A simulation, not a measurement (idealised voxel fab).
process module | voxel wiring stack
cross-section cut | 265 nm wide | cells 5 nm
A cross-section is a grid of square cells, given in bands from the top down. A band is one or more rows of cells.
Each band's line starts with the height of the band's top and of its bottom, in nm. Then come its materials from left to right, each with its width in nm. One material with "throughout" fills the band from edge to edge. "air" is empty space.
Height 0 is the level under which the wafer as received is all one material. The lowest band goes on downwards, as in "0 down".
A width such as "30 to 40" changes by the same amount from each row of cells to the next, from the band's top row to its bottom row.
"no change" after a step means that no cell of the cross-section changed.
closed voids: empty space of 8 cells or more with no open way to the top, each as width x height at its distance from the left edge, in nm
after a step's settings: what the simulator itself notes on the step
overlay nm, on a step with a mask: how far to the right of its planned place the mask lay; to the left if negative
plan
1 op RECEIVE | material Si
2 op CONFORMAL_DEP | material SiO2 | thk nm 10
3 op CONFORMAL_DEP | material SiN | thk nm 5
4 op DIRECTIONAL_DEP | material lowk | thk nm 25
5 op MASKED_ETCH | tone open | mask id METAL_1 | width nm 20 | pitch nm 40 | etch materials lowk | depth nm 25 | overlay nm 0
6 op MASKED_ETCH | tone open | mask id METAL_1 | width nm 20 | pitch nm 40 | etch materials SiN | depth nm 5 | overlay nm 0
7 op CONFORMAL_DEP | material TiN | thk nm 5
8 op FILL_DEP | material W | thk nm 10
9 op CMP | height nm 40
10 op CONFORMAL_DEP | material SiCN | thk nm 5
11 op DIRECTIONAL_DEP | material lowk | thk nm 20
12 op PATTERN | tone open | mask id PLUG_1 | material resist | width nm 15 | thk nm 20 | overlay nm 0
13 op DIRECTIONAL_ETCH | etch materials lowk | depth nm 20
14 op DIRECTIONAL_ETCH | etch materials SiCN | depth nm 5
15 op STRIP | etch materials resist
16 op EPI | material Ru | thk nm 10
17 op EPI | material Ru | thk nm 10
18 op EPI | material Ru | thk nm 5
19 op DIRECTIONAL_DEP | material TiN | thk nm 5
20 op DIRECTIONAL_DEP | material Ru | thk nm 15
21 op PATTERN | tone cover | mask id METAL_2 | material resist | width nm 20 | pitch nm 40 | thk nm 15 | overlay nm 0
22 op DIRECTIONAL_ETCH | etch materials Ru | depth nm 15
23 op DIRECTIONAL_ETCH | etch materials TiN | depth nm 5
24 op STRIP | etch materials resist
25 op CONFORMAL_DEP | material SiN | thk nm 5
26 op FILL_DEP | material SiO2 | thk nm 10
27 op CMP | height nm 85
28 op CONFORMAL_DEP | material SiCN | thk nm 5
29 op DIRECTIONAL_DEP | material lowk | thk nm 15
30 op PATTERN | tone open | mask id PLUG_2 | material resist | width nm 15 | pitch nm 40 | thk nm 15 | overlay nm 0
31 op DIRECTIONAL_ETCH | etch materials lowk | depth nm 15
32 op DIRECTIONAL_ETCH | etch materials SiCN | depth nm 5
33 op STRIP | etch materials resist
34 op EPI | material Ru | thk nm 10
35 op EPI | material Ru | thk nm 10
36 op DIRECTIONAL_DEP | material TiN | thk nm 5
37 op DIRECTIONAL_DEP | material W | thk nm 25
38 op DIRECTIONAL_DEP | material aC | thk nm 10
39 op PATTERN | tone cover | mask id METAL_3 | material resist | width nm 20 | pitch nm 40 | thk nm 30 | overlay nm 0
40 op DIRECTIONAL_ETCH | etch materials aC | depth nm 10
41 op STRIP | etch materials resist
42 op DIRECTIONAL_ETCH | etch materials W | depth nm 25
43 op DIRECTIONAL_ETCH | etch materials TiN | depth nm 5
44 op STRIP | etch materials aC
45 op FILL_DEP | material SiO2 | thk nm 10
46 op CMP | height nm 135
47 op CONFORMAL_DEP | material SiCN | thk nm 5
as received, after step 1
  0 down: Si throughout
  closed voids: none
first wafer at the end, as planned
  140 to 135: SiCN throughout
  135 to 110: SiO2 100 | W 20 | SiO2 20 | W 20 | SiO2 105
  110 to 105: SiO2 100 | TiN 20 | SiO2 20 | TiN 20 | SiO2 105
  105 to 90: lowk 100 | Ru 15 | lowk 25 | Ru 15 | lowk 110
  90 to 85: SiCN 100 | Ru 15 | SiCN 25 | Ru 15 | SiCN 110
  85 to 70: SiO2 95 | SiN 5 | Ru 20 | SiN 5 | SiO2 10 | SiN 5 | Ru 20 | SiN 5 | SiO2 100
  70 to 65: SiN 100 | TiN 20 | SiN 20 | TiN 20 | SiN 105
  65 to 45: lowk 100 | Ru 15 | lowk 150
  45 to 40: SiCN 100 | Ru 15 | SiCN 150
  40 to 15: lowk 100 | TiN 5 | W 10 | TiN 5 | lowk 20 | TiN 5 | W 10 | TiN 5 | lowk 105
  15 to 10: SiN 100 | TiN 20 | SiN 20 | TiN 20 | SiN 105
  10 to 0: SiO2 throughout
  0 down: Si throughout
  closed voids: none
second wafer at the end: like start, like plan, one mistake
  140 to 135: SiCN throughout
  135 to 110: SiO2 100 | W 20 | SiO2 20 | W 20 | SiO2 105
  110 to 105: SiO2 100 | TiN 20 | SiO2 20 | TiN 20 | SiO2 105
  105 to 90: lowk 100 | Ru 15 | lowk 25 | Ru 15 | lowk 110
  90 to 85: SiCN 100 | Ru 15 | SiCN 25 | Ru 15 | SiCN 110
  85 to 70: SiO2 95 | SiN 5 | Ru 20 | SiN 5 | SiO2 10 | SiN 5 | Ru 20 | SiN 5 | SiO2 100
  70 to 65: SiN 100 | TiN 20 | SiN 20 | TiN 20 | SiN 105
  65 to 45: lowk 100 | Ru 15 | lowk 150
  45 to 40: SiCN 100 | Ru 15 | SiCN 150
  40 to 15: lowk 105 | TiN 5 | W 5 | TiN 5 | lowk 25 | TiN 5 | W 5 | TiN 5 | lowk 105
  15 to 10: SiN 105 | TiN 15 | SiN 25 | TiN 15 | SiN 105
  10 to 0: SiO2 throughout
  0 down: Si throughout
  closed voids: none
what went wrong: step 5 ran as: op MASKED_ETCH | tone open | mask id METAL_1 | width nm 15 | pitch nm 40 | etch materials lowk | depth nm 25 | overlay nm 0
at the end the second wafer has, in cells: 2 more of SiN | 2 fewer of TiN | 10 fewer of W | 10 more of lowk
